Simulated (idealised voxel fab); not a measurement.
process module | voxel released beams
cross-section cut | 270 nm wide | cells 5 nm
A cross-section is a grid of square cells, given in bands from the top down. A band is one or more rows of cells.
Each band's line starts with the height of the band's top and of its bottom, in nm. Then come its materials from left to right, each with its width in nm. One material with "throughout" fills the band from edge to edge. "air" is empty space.
Height 0 is the level under which the wafer as received is all one material. The lowest band goes on downwards, as in "0 down".
A width such as "30 to 40" changes by the same amount from each row of cells to the next, from the band's top row to its bottom row.
"no change" after a step means that no cell of the cross-section changed.
closed voids: empty space of 8 cells or more with no open way to the top, each as width x height at its distance from the left edge, in nm
after a step's settings: what the simulator itself notes on the step
overlay nm, on a step with a mask: how far to the right of its planned place the mask lay; to the left if negative
plan
1 op RECEIVE | material Si
2 op CONFORMAL_DEP | material Al2O3 | thk nm 5
3 op DIRECTIONAL_DEP | material SiO2 | thk nm 15
4 op DIRECTIONAL_DEP | material aC | thk nm 10
5 op PATTERN | tone open | mask id ANCHOR | material resist | width nm 35 | thk nm 30 | overlay nm 0
6 op DIRECTIONAL_ETCH | etch materials aC | depth nm 10
7 op STRIP | etch materials resist
8 op DIRECTIONAL_ETCH | etch materials SiO2 | depth nm 15
9 op STRIP | etch materials aC
10 op CONFORMAL_DEP | material SiN | thk nm 10
11 op DIRECTIONAL_DEP | material aC | thk nm 10
12 op PATTERN | tone cover | mask id BEAM | material resist | width nm 105 | thk nm 25 | overlay nm 0
13 op DIRECTIONAL_ETCH | etch materials aC | depth nm 10
14 op STRIP | etch materials resist
15 op DIRECTIONAL_ETCH | etch materials SiN | depth nm 10
16 op STRIP | etch materials aC
17 op STRIP | etch materials SiO2
first wafer, as planned
as received, after step 1
  0 down: Si throughout
  closed voids: none
after step 2
  5 to 0: Al2O3 throughout
  below 0: unchanged
after step 3
  20 to 5: SiO2 throughout
  below 5: unchanged
after step 4
  30 to 20: aC throughout
  below 20: unchanged
after step 5
  60 to 30: resist 85 | air 35 | resist 150
  below 30: unchanged
after step 6
  50 to 30: resist 85 | air 35 | resist 150
  30 to 20: aC 85 | air 35 | aC 150
  below 20: unchanged
after step 7
  30 to 20: aC 85 | air 35 | aC 150
  below 20: unchanged
after step 8
  30 to 20: aC 85 | air 35 | aC 150
  20 to 5: SiO2 85 | air 35 | SiO2 150
  below 5: unchanged
after step 9
  20 to 5: SiO2 85 | air 35 | SiO2 150
  below 5: unchanged
after step 10
  30 to 20: SiN 95 | air 15 | SiN 160
  20 to 15: SiO2 85 | SiN 10 | air 15 | SiN 10 | SiO2 150
  15 to 5: SiO2 85 | SiN 35 | SiO2 150
  below 5: unchanged
after step 11
  40 to 30: aC 95 | air 15 | aC 160
  30 to 25: SiN 95 | air 15 | SiN 160
  25 to 20: SiN 95 | aC 15 | SiN 160
  20 to 15: SiO2 85 | SiN 10 | aC 15 | SiN 10 | SiO2 150
  below 15: unchanged
after step 12
  65 to 40: air 80 | resist 105 | air 85
  40 to 30: aC 95 | resist 15 | aC 160
  30 to 25: SiN 95 | resist 15 | SiN 160
  below 25: unchanged
after step 13
  55 to 40: air 80 | resist 105 | air 85
  40 to 30: air 80 | aC 15 | resist 15 | aC 75 | air 85
  below 30: unchanged
after step 14
  40 to 30: air 80 | aC 15 | air 15 | aC 75 | air 85
  30 to 25: SiN 95 | air 15 | SiN 160
  below 25: unchanged
after step 15
  40 to 30: air 80 | aC 15 | air 15 | aC 75 | air 85
  30 to 25: air 80 | SiN 15 | air 15 | SiN 75 | air 85
  25 to 20: air 80 | SiN 15 | aC 15 | SiN 75 | air 85
  below 20: unchanged
after step 16
  30 to 20: air 80 | SiN 15 | air 15 | SiN 75 | air 85
  20 to 15: SiO2 85 | SiN 10 | air 15 | SiN 10 | SiO2 150
  below 15: unchanged
after step 17
  30 to 20: air 80 | SiN 15 | air 15 | SiN 75 | air 85
  20 to 15: air 85 | SiN 10 | air 15 | SiN 10 | air 150
  15 to 5: air 85 | SiN 35 | air 150
  below 5: unchanged
second wafer: like start, like plan, one mistake. Through step 6 it matches the first wafer
when step 7 should have ended
  30 to 20: aC 85 | air 35 | aC 150
  below 20: unchanged
when step 8 should have ended
  30 to 20: aC 85 | air 35 | aC 150
  20 to 5: SiO2 85 | air 35 | SiO2 150
  below 5: unchanged
when step 9 should have ended
  20 to 5: SiO2 85 | air 35 | SiO2 150
  below 5: unchanged
when step 10 should have ended
  30 to 20: SiN 95 | air 15 | SiN 160
  20 to 15: SiO2 85 | SiN 10 | air 15 | SiN 10 | SiO2 150
  15 to 5: SiO2 85 | SiN 35 | SiO2 150
  below 5: unchanged
when step 11 should have ended
  40 to 30: aC 95 | air 15 | aC 160
  30 to 25: SiN 95 | air 15 | SiN 160
  25 to 20: SiN 95 | aC 15 | SiN 160
  20 to 15: SiO2 85 | SiN 10 | aC 15 | SiN 10 | SiO2 150
  below 15: unchanged
when step 12 should have ended
  65 to 40: air 80 | resist 105 | air 85
  40 to 30: aC 95 | resist 15 | aC 160
  30 to 25: SiN 95 | resist 15 | SiN 160
  below 25: unchanged
when step 13 should have ended
  55 to 40: air 80 | resist 105 | air 85
  40 to 30: air 80 | aC 15 | resist 15 | aC 75 | air 85
  below 30: unchanged
when step 14 should have ended
  40 to 30: air 80 | aC 15 | air 15 | aC 75 | air 85
  30 to 25: SiN 95 | air 15 | SiN 160
  below 25: unchanged
when step 15 should have ended
  40 to 30: air 80 | aC 15 | air 15 | aC 75 | air 85
  30 to 25: air 80 | SiN 15 | air 15 | SiN 75 | air 85
  25 to 20: air 80 | SiN 15 | aC 15 | SiN 75 | air 85
  below 20: unchanged
when step 16 should have ended
  30 to 20: air 80 | SiN 15 | air 15 | SiN 75 | air 85
  20 to 15: SiO2 85 | SiN 10 | air 15 | SiN 10 | SiO2 150
  below 15: unchanged
when step 17 should have ended
  30 to 20: air 80 | SiN 15 | air 15 | SiN 75 | air 85
  20 to 15: air 85 | SiN 10 | air 15 | SiN 10 | air 150
  15 to 5: air 85 | SiN 35 | air 150
  below 5: unchanged
what went wrong: step 7 was run twice
at the end the two cross-sections are the same: no effect in what this model computes
